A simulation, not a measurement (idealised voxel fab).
Process module name: voxel air gaps
Cross-section cut: width 155 nm, square cells of 5 nm.
If you're reading a cross-section in this doc, picture square cells in a grid; it comes to you as bands, top ones listed first down to the bottom, and a band can be one or more rows of cells. Within each band entry, the heights of the top and of the bottom of the band appear first, in that order and in nm; the materials of the band then follow from left to right, each with its corresponding width in nm. The designation "full width" on a single material indicates that it fills the band from edge to edge; the designation "air" indicates empty space. Measure heights from 0. That's the level where, below it, the as-received wafer is all one material. The lowest band is bottomless and extends downward; write it as in "0 -> down". Read "30 to 40" as a graded width: first number on top, second number at the bottom, same change between each pair of neighbouring rows. Key: "no alterations made" - step with no changed cell in the cross-section. Empty spaces without an open route to the top, at least 8 cells in extent, make up the entry "Enclosed void listing"; each is given as width x height at distance, where the distance is measured from the left edge, and all are in nm. Read whatever lies past the settings on a step's line as the simulator's own remark about the step. overlay nm: on a step with a mask, how far right of its planned place the mask lay; negative means left. Read the rest as pairs. Take the cross-section before one process step, then the cross-section after it, which shows only down to the lowest band that changed. Under the pair, find the step between them and its settings. Bear in mind that pairs may come from different runs of this module on the same starting wafer: link a pair to the pair above it only where its entry headed "Snapshot before" says to.

-- Snapshot before
0 -> down = Si full width
Enclosed void listing: none

-- Post-Step Snapshot
15 -> 0 = SiO2 full width
No changes below 0.
Enclosed void listing: none
The process step separating the two cross-sections depicted above is as follows: CONFORMAL_DEP, material SiO2, thk nm 15

Snapshot before: The prior state of this step coincides with the post-step cross-section of the pair just above.

-- Post-Step Snapshot
20 -> 15 = SiN full width
No changes below 15.
Enclosed void listing: none
The process step separating the two cross-sections depicted above is as follows: CONFORMAL_DEP, material SiN, thk nm 5

Snapshot before: The prior state of this step coincides with the post-step cross-section of the pair just above.

-- Post-Step Snapshot
55 -> 20 = lowk full width
No changes below 20.
Enclosed void listing: none
The process step separating the two cross-sections depicted above is as follows: DIRECTIONAL_DEP, material lowk, thk nm 35

Snapshot before: The prior state of this step coincides with the post-step cross-section of the pair just above.

-- Post-Step Snapshot
65 -> 55 = aC full width
No changes below 55.
Enclosed void listing: none
The process step separating the two cross-sections depicted above is as follows: DIRECTIONAL_DEP, material aC, thk nm 10

Snapshot before: The prior state of this step coincides with the post-step cross-section of the pair just above.

-- Post-Step Snapshot
95 -> 65 = resist (30), air (15), resist (25), air (15), resist (25), air (15), resist (30)
No changes below 65.
Enclosed void listing: none
The process step separating the two cross-sections depicted above is as follows: PATTERN, tone open, mask id LINES, material resist, width nm 15, pitch nm 40, thk nm 30, overlay nm 0

Snapshot before: The prior state of this step coincides with the post-step cross-section of the pair just above.

-- Post-Step Snapshot
85 -> 65 = resist (30), air (15), resist (25), air (15), resist (25), air (15), resist (30)
65 -> 55 = aC (30), air (15), aC (25), air (15), aC (25), air (15), aC (30)
No changes below 55.
Enclosed void listing: none
The process step separating the two cross-sections depicted above is as follows: DIRECTIONAL_ETCH, etch materials aC, depth nm 10

Snapshot before: The prior state of this step coincides with the post-step cross-section of the pair just above.

-- Post-Step Snapshot
65 -> 55 = aC (30), air (15), aC (25), air (15), aC (25), air (15), aC (30)
No changes below 55.
Enclosed void listing: none
The process step separating the two cross-sections depicted above is as follows: STRIP, etch materials resist

Snapshot before: The prior state of this step coincides with the post-step cross-section of the pair just above.

-- Post-Step Snapshot
65 -> 55 = aC (30), air (15), aC (25), air (15), aC (25), air (15), aC (30)
55 -> 20 = lowk (30), air (15), lowk (25), air (15), lowk (25), air (15), lowk (30)
No changes below 20.
Enclosed void listing: none
The process step separating the two cross-sections depicted above is as follows: DIRECTIONAL_ETCH, etch materials lowk, depth nm 35

Snapshot before: The prior state of this step coincides with the post-step cross-section of the pair just above.

-- Post-Step Snapshot
55 -> 20 = lowk (30), air (15), lowk (25), air (15), lowk (25), air (15), lowk (30)
No changes below 20.
Enclosed void listing: none
The process step separating the two cross-sections depicted above is as follows: STRIP, etch materials aC

Snapshot before: The prior state of this step coincides with the post-step cross-section of the pair just above.

-- Post-Step Snapshot
60 -> 55 = TiN (35), air (5), TiN (35), air (5), TiN (35), air (5), TiN (35)
55 -> 25 = lowk (30), TiN (5), air (5), TiN (5), lowk (25), TiN (5), air (5), TiN (5), lowk (25), TiN (5), air (5), TiN (5), lowk (30)
25 -> 20 = lowk (30), TiN (15), lowk (25), TiN (15), lowk (25), TiN (15), lowk (30)
No changes below 20.
Enclosed void listing: none
The process step separating the two cross-sections depicted above is as follows: CONFORMAL_DEP, material TiN, thk nm 5

Snapshot before: The prior state of this step coincides with the post-step cross-section of the pair just above.

-- Post-Step Snapshot
65 -> 60 = Ru full width
60 -> 55 = TiN (35), Ru (5), TiN (35), Ru (5), TiN (35), Ru (5), TiN (35)
55 -> 25 = lowk (30), TiN (5), Ru (5), TiN (5), lowk (25), TiN (5), Ru (5), TiN (5), lowk (25), TiN (5), Ru (5), TiN (5), lowk (30)
No changes below 25.
Enclosed void listing: none
The process step separating the two cross-sections depicted above is as follows: FILL_DEP, material Ru, thk nm 5

Snapshot before: The prior state of this step coincides with the post-step cross-section of the pair just above.

-- Post-Step Snapshot
55 -> 25 = lowk (30), TiN (5), Ru (5), TiN (5), lowk (25), TiN (5), Ru (5), TiN (5), lowk (25), TiN (5), Ru (5), TiN (5), lowk (30)
No changes below 25.
Enclosed void listing: none
The process step separating the two cross-sections depicted above is as follows: CMP, height nm 55

Snapshot before: The prior state of this step coincides with the post-step cross-section of the pair just above.

-- Post-Step Snapshot
65 -> 55 = air (20), Ru (35), air (5), Ru (35), air (5), Ru (35), air (20)
No changes below 55.
Enclosed void listing: none
The process step separating the two cross-sections depicted above is as follows: EPI, material Ru, thk nm 10

Snapshot before: The prior state of this step coincides with the post-step cross-section of the pair just above.

-- Post-Step Snapshot
65 -> 55 = air (20), Ru (35), air (5), Ru (35), air (5), Ru (35), air (20)
55 -> 25 = air (30), TiN (5), Ru (5), TiN (5), air (25), TiN (5), Ru (5), TiN (5), air (25), TiN (5), Ru (5), TiN (5), air (30)
25 -> 20 = air (30), TiN (15), air (25), TiN (15), air (25), TiN (15), air (30)
No changes below 20.
Enclosed void listing: none
The process step separating the two cross-sections depicted above is as follows: SELECTIVE_ETCH, etch materials lowk, depth nm 45

Snapshot before: The prior state of this step coincides with the post-step cross-section of the pair just above.

-- Post-Step Snapshot
70 -> 65 = air (15), SiN (125), air (15)
65 -> 55 = air (15), SiN (5), Ru (35), SiN (5), Ru (35), SiN (5), Ru (35), SiN (5), air (15)
55 -> 50 = air (15), SiN (15), TiN (5), Ru (5), TiN (5), SiN (25), TiN (5), Ru (5), TiN (5), SiN (25), TiN (5), Ru (5), TiN (5), SiN (15), air (15)
50 -> 25 = air (25), SiN (5), TiN (5), Ru (5), TiN (5), SiN (5), air (15), SiN (5), TiN (5), Ru (5), TiN (5), SiN (5), air (15), SiN (5), TiN (5), Ru (5), TiN (5), SiN (5), air (25)
25 -> 20 = SiN (30), TiN (15), SiN (25), TiN (15), SiN (25), TiN (15), SiN (30)
No changes below 20.
Enclosed void listing: 15 x 25 at 50; 15 x 25 at 90
The process step separating the two cross-sections depicted above is as follows: CONFORMAL_DEP, material SiN, thk nm 5

-- Snapshot before
15 -> 0 = SiO2 full width
0 -> down = Si full width
Enclosed void listing: none

-- Post-Step Snapshot
50 -> 15 = lowk full width
No changes below 15.
Enclosed void listing: none
The process step separating the two cross-sections depicted above is as follows: DIRECTIONAL_DEP, material lowk, thk nm 35

Snapshot before: The prior state of this step coincides with the post-step cross-section of the pair just above.

-- Post-Step Snapshot
60 -> 50 = aC full width
No changes below 50.
Enclosed void listing: none
The process step separating the two cross-sections depicted above is as follows: DIRECTIONAL_DEP, material aC, thk nm 10

Snapshot before: The prior state of this step coincides with the post-step cross-section of the pair just above.

-- Post-Step Snapshot
90 -> 60 = resist (30), air (15), resist (25), air (15), resist (25), air (15), resist (30)
No changes below 60.
Enclosed void listing: none
The process step separating the two cross-sections depicted above is as follows: PATTERN, tone open, mask id LINES, material resist, width nm 15, pitch nm 40, thk nm 30, overlay nm 0

Snapshot before: The prior state of this step coincides with the post-step cross-section of the pair just above.

-- Post-Step Snapshot
80 -> 60 = resist (30), air (15), resist (25), air (15), resist (25), air (15), resist (30)
60 -> 50 = aC (30), air (15), aC (25), air (15), aC (25), air (15), aC (30)
No changes below 50.
Enclosed void listing: none
The process step separating the two cross-sections depicted above is as follows: DIRECTIONAL_ETCH, etch materials aC, depth nm 10

Snapshot before: The prior state of this step coincides with the post-step cross-section of the pair just above.

-- Post-Step Snapshot
60 -> 50 = aC (30), air (15), aC (25), air (15), aC (25), air (15), aC (30)
No changes below 50.
Enclosed void listing: none
The process step separating the two cross-sections depicted above is as follows: STRIP, etch materials resist

Snapshot before: The prior state of this step coincides with the post-step cross-section of the pair just above.

-- Post-Step Snapshot
60 -> 50 = aC (30), air (15), aC (25), air (15), aC (25), air (15), aC (30)
50 -> 15 = lowk (30), air (15), lowk (25), air (15), lowk (25), air (15), lowk (30)
No changes below 15.
Enclosed void listing: none
The process step separating the two cross-sections depicted above is as follows: DIRECTIONAL_ETCH, etch materials lowk, depth nm 35

Snapshot before: The prior state of this step coincides with the post-step cross-section of the pair just above.

-- Post-Step Snapshot
50 -> 15 = lowk (30), air (15), lowk (25), air (15), lowk (25), air (15), lowk (30)
No changes below 15.
Enclosed void listing: none
The process step separating the two cross-sections depicted above is as follows: STRIP, etch materials aC

Snapshot before: The prior state of this step coincides with the post-step cross-section of the pair just above.

-- Post-Step Snapshot
55 -> 50 = TiN (35), air (5), TiN (35), air (5), TiN (35), air (5), TiN (35)
50 -> 20 = lowk (30), TiN (5), air (5), TiN (5), lowk (25), TiN (5), air (5), TiN (5), lowk (25), TiN (5), air (5), TiN (5), lowk (30)
20 -> 15 = lowk (30), TiN (15), lowk (25), TiN (15), lowk (25), TiN (15), lowk (30)
No changes below 15.
Enclosed void listing: none
The process step separating the two cross-sections depicted above is as follows: CONFORMAL_DEP, material TiN, thk nm 5

Snapshot before: The prior state of this step coincides with the post-step cross-section of the pair just above.

-- Post-Step Snapshot
60 -> 55 = Ru full width
55 -> 50 = TiN (35), Ru (5), TiN (35), Ru (5), TiN (35), Ru (5), TiN (35)
50 -> 20 = lowk (30), TiN (5), Ru (5), TiN (5), lowk (25), TiN (5), Ru (5), TiN (5), lowk (25), TiN (5), Ru (5), TiN (5), lowk (30)
No changes below 20.
Enclosed void listing: none
The process step separating the two cross-sections depicted above is as follows: FILL_DEP, material Ru, thk nm 5

Snapshot before: The prior state of this step coincides with the post-step cross-section of the pair just above.

-- Post-Step Snapshot
55 -> 50 = TiN (35), Ru (5), TiN (35), Ru (5), TiN (35), Ru (5), TiN (35)
No changes below 50.
Enclosed void listing: none
The process step separating the two cross-sections depicted above is as follows: CMP, height nm 55

Snapshot before: The prior state of this step coincides with the post-step cross-section of the pair just above.

-- Post-Step Snapshot
65 -> 55 = Ru full width
No changes below 55.
Enclosed void listing: none
The process step separating the two cross-sections depicted above is as follows: EPI, material Ru, thk nm 10

Snapshot before: The prior state of this step coincides with the post-step cross-section of the pair just above.

-- Post-Step Snapshot
70 -> 65 = SiN full width
No changes below 65.
Enclosed void listing: none
The process step separating the two cross-sections depicted above is as follows: CONFORMAL_DEP, material SiN, thk nm 5

-- Snapshot before
15 -> 0 = SiO2 full width
0 -> down = Si full width
Enclosed void listing: none

-- Post-Step Snapshot
30 -> 0 = SiO2 full width
No changes below 0.
Enclosed void listing: none
The process step separating the two cross-sections depicted above is as follows: CONFORMAL_DEP, material SiO2, thk nm 15

Snapshot before: The prior state of this step coincides with the post-step cross-section of the pair just above.

-- Post-Step Snapshot
35 -> 30 = SiN full width
No changes below 30.
Enclosed void listing: none
The process step separating the two cross-sections depicted above is as follows: CONFORMAL_DEP, material SiN, thk nm 5

Snapshot before: The prior state of this step coincides with the post-step cross-section of the pair just above.

-- Post-Step Snapshot
70 -> 35 = lowk full width
No changes below 35.
Enclosed void listing: none
The process step separating the two cross-sections depicted above is as follows: DIRECTIONAL_DEP, material lowk, thk nm 35

Snapshot before: The prior state of this step coincides with the post-step cross-section of the pair just above.

-- Post-Step Snapshot
80 -> 70 = aC full width
No changes below 70.
Enclosed void listing: none
The process step separating the two cross-sections depicted above is as follows: DIRECTIONAL_DEP, material aC, thk nm 10

Snapshot before: The prior state of this step coincides with the post-step cross-section of the pair just above.

-- Post-Step Snapshot
110 -> 80 = resist (30), air (15), resist (25), air (15), resist (25), air (15), resist (30)
No changes below 80.
Enclosed void listing: none
The process step separating the two cross-sections depicted above is as follows: PATTERN, tone open, mask id LINES, material resist, width nm 15, pitch nm 40, thk nm 30, overlay nm 0

Snapshot before: The prior state of this step coincides with the post-step cross-section of the pair just above.

-- Post-Step Snapshot
100 -> 80 = resist (30), air (15), resist (25), air (15), resist (25), air (15), resist (30)
80 -> 70 = aC (30), air (15), aC (25), air (15), aC (25), air (15), aC (30)
No changes below 70.
Enclosed void listing: none
The process step separating the two cross-sections depicted above is as follows: DIRECTIONAL_ETCH, etch materials aC, depth nm 10

Snapshot before: The prior state of this step coincides with the post-step cross-section of the pair just above.

-- Post-Step Snapshot
80 -> 70 = aC (30), air (15), aC (25), air (15), aC (25), air (15), aC (30)
No changes below 70.
Enclosed void listing: none
The process step separating the two cross-sections depicted above is as follows: STRIP, etch materials resist

Snapshot before: The prior state of this step coincides with the post-step cross-section of the pair just above.

-- Post-Step Snapshot
80 -> 70 = aC (30), air (15), aC (25), air (15), aC (25), air (15), aC (30)
70 -> 35 = lowk (30), air (15), lowk (25), air (15), lowk (25), air (15), lowk (30)
No changes below 35.
Enclosed void listing: none
The process step separating the two cross-sections depicted above is as follows: DIRECTIONAL_ETCH, etch materials lowk, depth nm 35

Snapshot before: The prior state of this step coincides with the post-step cross-section of the pair just above.

-- Post-Step Snapshot
70 -> 35 = lowk (30), air (15), lowk (25), air (15), lowk (25), air (15), lowk (30)
No changes below 35.
Enclosed void listing: none
The process step separating the two cross-sections depicted above is as follows: STRIP, etch materials aC

Snapshot before: The prior state of this step coincides with the post-step cross-section of the pair just above.

-- Post-Step Snapshot
75 -> 70 = TiN (35), air (5), TiN (35), air (5), TiN (35), air (5), TiN (35)
70 -> 40 = lowk (30), TiN (5), air (5), TiN (5), lowk (25), TiN (5), air (5), TiN (5), lowk (25), TiN (5), air (5), TiN (5), lowk (30)
40 -> 35 = lowk (30), TiN (15), lowk (25), TiN (15), lowk (25), TiN (15), lowk (30)
No changes below 35.
Enclosed void listing: none
The process step separating the two cross-sections depicted above is as follows: CONFORMAL_DEP, material TiN, thk nm 5

Snapshot before: The prior state of this step coincides with the post-step cross-section of the pair just above.

-- Post-Step Snapshot
80 -> 75 = Ru full width
75 -> 70 = TiN (35), Ru (5), TiN (35), Ru (5), TiN (35), Ru (5), TiN (35)
70 -> 40 = lowk (30), TiN (5), Ru (5), TiN (5), lowk (25), TiN (5), Ru (5), TiN (5), lowk (25), TiN (5), Ru (5), TiN (5), lowk (30)
No changes below 40.
Enclosed void listing: none
The process step separating the two cross-sections depicted above is as follows: FILL_DEP, material Ru, thk nm 5

Snapshot before: The prior state of this step coincides with the post-step cross-section of the pair just above.

-- Post-Step Snapshot
55 -> 40 = lowk (30), TiN (5), Ru (5), TiN (5), lowk (25), TiN (5), Ru (5), TiN (5), lowk (25), TiN (5), Ru (5), TiN (5), lowk (30)
No changes below 40.
Enclosed void listing: none
The process step separating the two cross-sections depicted above is as follows: CMP, height nm 55

Snapshot before: The prior state of this step coincides with the post-step cross-section of the pair just above.

-- Post-Step Snapshot
65 -> 55 = air (20), Ru (35), air (5), Ru (35), air (5), Ru (35), air (20)
No changes below 55.
Enclosed void listing: none
The process step separating the two cross-sections depicted above is as follows: EPI, material Ru, thk nm 10

Snapshot before: The prior state of this step coincides with the post-step cross-section of the pair just above.

-- Post-Step Snapshot
65 -> 55 = air (20), Ru (35), air (5), Ru (35), air (5), Ru (35), air (20)
55 -> 40 = air (30), TiN (5), Ru (5), TiN (5), air (25), TiN (5), Ru (5), TiN (5), air (25), TiN (5), Ru (5), TiN (5), air (30)
40 -> 35 = air (30), TiN (15), air (25), TiN (15), air (25), TiN (15), air (30)
No changes below 35.
Enclosed void listing: none
The process step separating the two cross-sections depicted above is as follows: SELECTIVE_ETCH, etch materials lowk, depth nm 45

Snapshot before: The prior state of this step coincides with the post-step cross-section of the pair just above.

-- Post-Step Snapshot
70 -> 65 = air (15), SiN (125), air (15)
65 -> 55 = air (15), SiN (5), Ru (35), SiN (5), Ru (35), SiN (5), Ru (35), SiN (5), air (15)
55 -> 50 = air (15), SiN (15), TiN (5), Ru (5), TiN (5), SiN (25), TiN (5), Ru (5), TiN (5), SiN (25), TiN (5), Ru (5), TiN (5), SiN (15), air (15)
50 -> 40 = air (25), SiN (5), TiN (5), Ru (5), TiN (5), SiN (5), air (15), SiN (5), TiN (5), Ru (5), TiN (5), SiN (5), air (15), SiN (5), TiN (5), Ru (5), TiN (5), SiN (5), air (25)
40 -> 35 = SiN (30), TiN (15), SiN (25), TiN (15), SiN (25), TiN (15), SiN (30)
No changes below 35.
Enclosed void listing: none
The process step separating the two cross-sections depicted above is as follows: CONFORMAL_DEP, material SiN, thk nm 5

-- Snapshot before
55 -> 25 = lowk (30), TiN (5), Ru (5), TiN (5), lowk (25), TiN (5), Ru (5), TiN (5), lowk (25), TiN (5), Ru (5), TiN (5), lowk (30)
25 -> 20 = lowk (30), TiN (15), lowk (25), TiN (15), lowk (25), TiN (15), lowk (30)
20 -> 15 = SiN full width
15 -> 0 = SiO2 full width
0 -> down = Si full width
Enclosed void listing: none

-- Post-Step Snapshot
55 -> 25 = air (30), TiN (5), Ru (5), TiN (5), air (25), TiN (5), Ru (5), TiN (5), air (25), TiN (5), Ru (5), TiN (5), air (30)
25 -> 20 = air (30), TiN (15), air (25), TiN (15), air (25), TiN (15), air (30)
No changes below 20.
Enclosed void listing: none
The process step separating the two cross-sections depicted above is as follows: SELECTIVE_ETCH, etch materials lowk, depth nm 45

Snapshot before: The prior state of this step coincides with the post-step cross-section of the pair just above.

-- Post-Step Snapshot
65 -> 55 = air (20), Ru (35), air (5), Ru (35), air (5), Ru (35), air (20)
55 -> 25 = air (20), Ru (10), TiN (5), Ru (5), TiN (5), Ru (10), air (5), Ru (10), TiN (5), Ru (5), TiN (5), Ru (10), air (5), Ru (10), TiN (5), Ru (5), TiN (5), Ru (10), air (20)
25 -> 20 = air (20), Ru (10), TiN (15), Ru (10), air (5), Ru (10), TiN (15), Ru (10), air (5), Ru (10), TiN (15), Ru (10), air (20)
No changes below 20.
Enclosed void listing: none
The process step separating the two cross-sections depicted above is as follows: EPI, material Ru, thk nm 10

Snapshot before: The prior state of this step coincides with the post-step cross-section of the pair just above.

-- Post-Step Snapshot
70 -> 65 = air (15), SiN (125), air (15)
65 -> 55 = air (15), SiN (5), Ru (35), SiN (5), Ru (35), SiN (5), Ru (35), SiN (5), air (15)
55 -> 25 = air (15), SiN (5), Ru (10), TiN (5), Ru (5), TiN (5), Ru (10), SiN (5), Ru (10), TiN (5), Ru (5), TiN (5), Ru (10), SiN (5), Ru (10), TiN (5), Ru (5), TiN (5), Ru (10), SiN (5), air (15)
25 -> 20 = SiN (20), Ru (10), TiN (15), Ru (10), SiN (5), Ru (10), TiN (15), Ru (10), SiN (5), Ru (10), TiN (15), Ru (10), SiN (20)
No changes below 20.
Enclosed void listing: none
The process step separating the two cross-sections depicted above is as follows: CONFORMAL_DEP, material SiN, thk nm 5

-- Snapshot before
65 -> 60 = Ru full width
60 -> 55 = TiN (35), Ru (5), TiN (35), Ru (5), TiN (35), Ru (5), TiN (35)
55 -> 25 = lowk (30), TiN (5), Ru (5), TiN (5), lowk (25), TiN (5), Ru (5), TiN (5), lowk (25), TiN (5), Ru (5), TiN (5), lowk (30)
25 -> 20 = lowk (30), TiN (15), lowk (25), TiN (15), lowk (25), TiN (15), lowk (30)
20 -> 15 = SiN full width
15 -> 0 = SiO2 full width
0 -> down = Si full width
Enclosed void listing: none

-- Post-Step Snapshot
50 -> 25 = lowk (30), TiN (5), Ru (5), TiN (5), lowk (25), TiN (5), Ru (5), TiN (5), lowk (25), TiN (5), Ru (5), TiN (5), lowk (30)
No changes below 25.
Enclosed void listing: none
The process step separating the two cross-sections depicted above is as follows: CMP, height nm 50

Snapshot before: The prior state of this step coincides with the post-step cross-section of the pair just above.

-- Post-Step Snapshot
60 -> 50 = air (20), Ru (35), air (5), Ru (35), air (5), Ru (35), air (20)
No changes below 50.
Enclosed void listing: none
The process step separating the two cross-sections depicted above is as follows: EPI, material Ru, thk nm 10

Snapshot before: The prior state of this step coincides with the post-step cross-section of the pair just above.

-- Post-Step Snapshot
60 -> 50 = air (20), Ru (35), air (5), Ru (35), air (5), Ru (35), air (20)
50 -> 25 = air (30), TiN (5), Ru (5), TiN (5), air (25), TiN (5), Ru (5), TiN (5), air (25), TiN (5), Ru (5), TiN (5), air (30)
25 -> 20 = air (30), TiN (15), air (25), TiN (15), air (25), TiN (15), air (30)
No changes below 20.
Enclosed void listing: none
The process step separating the two cross-sections depicted above is as follows: SELECTIVE_ETCH, etch materials lowk, depth nm 45

Snapshot before: The prior state of this step coincides with the post-step cross-section of the pair just above.

-- Post-Step Snapshot
65 -> 60 = air (15), SiN (125), air (15)
60 -> 50 = air (15), SiN (5), Ru (35), SiN (5), Ru (35), SiN (5), Ru (35), SiN (5), air (15)
50 -> 45 = air (15), SiN (15), TiN (5), Ru (5), TiN (5), SiN (25), TiN (5), Ru (5), TiN (5), SiN (25), TiN (5), Ru (5), TiN (5), SiN (15), air (15)
45 -> 25 = air (25), SiN (5), TiN (5), Ru (5), TiN (5), SiN (5), air (15), SiN (5), TiN (5), Ru (5), TiN (5), SiN (5), air (15), SiN (5), TiN (5), Ru (5), TiN (5), SiN (5), air (25)
25 -> 20 = SiN (30), TiN (15), SiN (25), TiN (15), SiN (25), TiN (15), SiN (30)
No changes below 20.
Enclosed void listing: 15 x 20 at 50; 15 x 20 at 90
The process step separating the two cross-sections depicted above is as follows: CONFORMAL_DEP, material SiN, thk nm 5

-- Snapshot before
65 -> 55 = aC full width
55 -> 20 = lowk full width
20 -> 15 = SiN full width
15 -> 0 = SiO2 full width
0 -> down = Si full width
Enclosed void listing: none

-- Post-Step Snapshot
95 -> 65 = resist (30), air (20), resist (20), air (20), resist (20), air (20), resist (25)
No changes below 65.
Enclosed void listing: none
The process step separating the two cross-sections depicted above is as follows: PATTERN, tone open, mask id LINES, material resist, width nm 20, pitch nm 40, thk nm 30, overlay nm 0

Snapshot before: The prior state of this step coincides with the post-step cross-section of the pair just above.

-- Post-Step Snapshot
85 -> 65 = resist (30), air (20), resist (20), air (20), resist (20), air (20), resist (25)
65 -> 55 = aC (30), air (20), aC (20), air (20), aC (20), air (20), aC (25)
No changes below 55.
Enclosed void listing: none
The process step separating the two cross-sections depicted above is as follows: DIRECTIONAL_ETCH, etch materials aC, depth nm 10

Snapshot before: The prior state of this step coincides with the post-step cross-section of the pair just above.

-- Post-Step Snapshot
65 -> 55 = aC (30), air (20), aC (20), air (20), aC (20), air (20), aC (25)
No changes below 55.
Enclosed void listing: none
The process step separating the two cross-sections depicted above is as follows: STRIP, etch materials resist

Snapshot before: The prior state of this step coincides with the post-step cross-section of the pair just above.

-- Post-Step Snapshot
65 -> 55 = aC (30), air (20), aC (20), air (20), aC (20), air (20), aC (25)
55 -> 20 = lowk (30), air (20), lowk (20), air (20), lowk (20), air (20), lowk (25)
No changes below 20.
Enclosed void listing: none
The process step separating the two cross-sections depicted above is as follows: DIRECTIONAL_ETCH, etch materials lowk, depth nm 35

Snapshot before: The prior state of this step coincides with the post-step cross-section of the pair just above.

-- Post-Step Snapshot
55 -> 20 = lowk (30), air (20), lowk (20), air (20), lowk (20), air (20), lowk (25)
No changes below 20.
Enclosed void listing: none
The process step separating the two cross-sections depicted above is as follows: STRIP, etch materials aC

Snapshot before: The prior state of this step coincides with the post-step cross-section of the pair just above.

-- Post-Step Snapshot
60 -> 55 = TiN (35), air (10), TiN (30), air (10), TiN (30), air (10), TiN (30)
55 -> 25 = lowk (30), TiN (5), air (10), TiN (5), lowk (20), TiN (5), air (10), TiN (5), lowk (20), TiN (5), air (10), TiN (5), lowk (25)
25 -> 20 = lowk (30), TiN (20), lowk (20), TiN (20), lowk (20), TiN (20), lowk (25)
No changes below 20.
Enclosed void listing: none
The process step separating the two cross-sections depicted above is as follows: CONFORMAL_DEP, material TiN, thk nm 5

Snapshot before: The prior state of this step coincides with the post-step cross-section of the pair just above.

-- Post-Step Snapshot
65 -> 60 = Ru full width
60 -> 55 = TiN (35), Ru (10), TiN (30), Ru (10), TiN (30), Ru (10), TiN (30)
55 -> 25 = lowk (30), TiN (5), Ru (10), TiN (5), lowk (20), TiN (5), Ru (10), TiN (5), lowk (20), TiN (5), Ru (10), TiN (5), lowk (25)
No changes below 25.
Enclosed void listing: none
The process step separating the two cross-sections depicted above is as follows: FILL_DEP, material Ru, thk nm 5

Snapshot before: The prior state of this step coincides with the post-step cross-section of the pair just above.

-- Post-Step Snapshot
55 -> 25 = lowk (30), TiN (5), Ru (10), TiN (5), lowk (20), TiN (5), Ru (10), TiN (5), lowk (20), TiN (5), Ru (10), TiN (5), lowk (25)
No changes below 25.
Enclosed void listing: none
The process step separating the two cross-sections depicted above is as follows: CMP, height nm 55

Snapshot before: The prior state of this step coincides with the post-step cross-section of the pair just above.

-- Post-Step Snapshot
65 -> 55 = air (20), Ru (120), air (15)
No changes below 55.
Enclosed void listing: none
The process step separating the two cross-sections depicted above is as follows: EPI, material Ru, thk nm 10

Snapshot before: The prior state of this step coincides with the post-step cross-section of the pair just above.

-- Post-Step Snapshot
65 -> 55 = air (20), Ru (120), air (15)
55 -> 25 = air (30), TiN (5), Ru (10), TiN (5), lowk (20), TiN (5), Ru (10), TiN (5), lowk (20), TiN (5), Ru (10), TiN (5), air (25)
25 -> 20 = air (30), TiN (20), lowk (20), TiN (20), lowk (20), TiN (20), air (25)
No changes below 20.
Enclosed void listing: none
The process step separating the two cross-sections depicted above is as follows: SELECTIVE_ETCH, etch materials lowk, depth nm 45

Snapshot before: The prior state of this step coincides with the post-step cross-section of the pair just above.

-- Post-Step Snapshot
70 -> 65 = air (15), SiN (130), air (10)
65 -> 55 = air (15), SiN (5), Ru (120), SiN (5), air (10)
55 -> 50 = air (15), SiN (15), TiN (5), Ru (10), TiN (5), lowk (20), TiN (5), Ru (10), TiN (5), lowk (20), TiN (5), Ru (10), TiN (5), SiN (15), air (10)
50 -> 25 = air (25), SiN (5), TiN (5), Ru (10), TiN (5), lowk (20), TiN (5), Ru (10), TiN (5), lowk (20), TiN (5), Ru (10), TiN (5), SiN (5), air (20)
25 -> 20 = SiN (30), TiN (20), lowk (20), TiN (20), lowk (20), TiN (20), SiN (25)
No changes below 20.
Enclosed void listing: none
The process step separating the two cross-sections depicted above is as follows: CONFORMAL_DEP, material SiN, thk nm 5

-- Snapshot before
65 -> 55 = aC full width
55 -> 20 = lowk full width
20 -> 15 = SiN full width
15 -> 0 = SiO2 full width
0 -> down = Si full width
Enclosed void listing: none

-- Post-Step Snapshot
95 -> 65 = resist (40), air (15), resist (25), air (15), resist (25), air (15), resist (20)
No changes below 65.
Enclosed void listing: none
The process step separating the two cross-sections depicted above is as follows: PATTERN, tone open, mask id LINES, material resist, width nm 15, pitch nm 40, thk nm 30, overlay nm 10

Snapshot before: The prior state of this step coincides with the post-step cross-section of the pair just above.

-- Post-Step Snapshot
85 -> 65 = resist (40), air (15), resist (25), air (15), resist (25), air (15), resist (20)
65 -> 55 = aC (40), air (15), aC (25), air (15), aC (25), air (15), aC (20)
No changes below 55.
Enclosed void listing: none
The process step separating the two cross-sections depicted above is as follows: DIRECTIONAL_ETCH, etch materials aC, depth nm 10

Snapshot before: The prior state of this step coincides with the post-step cross-section of the pair just above.

-- Post-Step Snapshot
65 -> 55 = aC (40), air (15), aC (25), air (15), aC (25), air (15), aC (20)
No changes below 55.
Enclosed void listing: none
The process step separating the two cross-sections depicted above is as follows: STRIP, etch materials resist

Snapshot before: The prior state of this step coincides with the post-step cross-section of the pair just above.

-- Post-Step Snapshot
65 -> 55 = aC (40), air (15), aC (25), air (15), aC (25), air (15), aC (20)
55 -> 20 = lowk (40), air (15), lowk (25), air (15), lowk (25), air (15), lowk (20)
No changes below 20.
Enclosed void listing: none
The process step separating the two cross-sections depicted above is as follows: DIRECTIONAL_ETCH, etch materials lowk, depth nm 35

Snapshot before: The prior state of this step coincides with the post-step cross-section of the pair just above.

-- Post-Step Snapshot
55 -> 20 = lowk (40), air (15), lowk (25), air (15), lowk (25), air (15), lowk (20)
No changes below 20.
Enclosed void listing: none
The process step separating the two cross-sections depicted above is as follows: STRIP, etch materials aC

Snapshot before: The prior state of this step coincides with the post-step cross-section of the pair just above.

-- Post-Step Snapshot
60 -> 55 = TiN (45), air (5), TiN (35), air (5), TiN (35), air (5), TiN (25)
55 -> 25 = lowk (40), TiN (5), air (5), TiN (5), lowk (25), TiN (5), air (5), TiN (5), lowk (25), TiN (5), air (5), TiN (5), lowk (20)
25 -> 20 = lowk (40), TiN (15), lowk (25), TiN (15), lowk (25), TiN (15), lowk (20)
No changes below 20.
Enclosed void listing: none
The process step separating the two cross-sections depicted above is as follows: CONFORMAL_DEP, material TiN, thk nm 5

Snapshot before: The prior state of this step coincides with the post-step cross-section of the pair just above.

-- Post-Step Snapshot
65 -> 60 = Ru full width
60 -> 55 = TiN (45), Ru (5), TiN (35), Ru (5), TiN (35), Ru (5), TiN (25)
55 -> 25 = lowk (40), TiN (5), Ru (5), TiN (5), lowk (25), TiN (5), Ru (5), TiN (5), lowk (25), TiN (5), Ru (5), TiN (5), lowk (20)
No changes below 25.
Enclosed void listing: none
The process step separating the two cross-sections depicted above is as follows: FILL_DEP, material Ru, thk nm 5

Snapshot before: The prior state of this step coincides with the post-step cross-section of the pair just above.

-- Post-Step Snapshot
55 -> 25 = lowk (40), TiN (5), Ru (5), TiN (5), lowk (25), TiN (5), Ru (5), TiN (5), lowk (25), TiN (5), Ru (5), TiN (5), lowk (20)
No changes below 25.
Enclosed void listing: none
The process step separating the two cross-sections depicted above is as follows: CMP, height nm 55
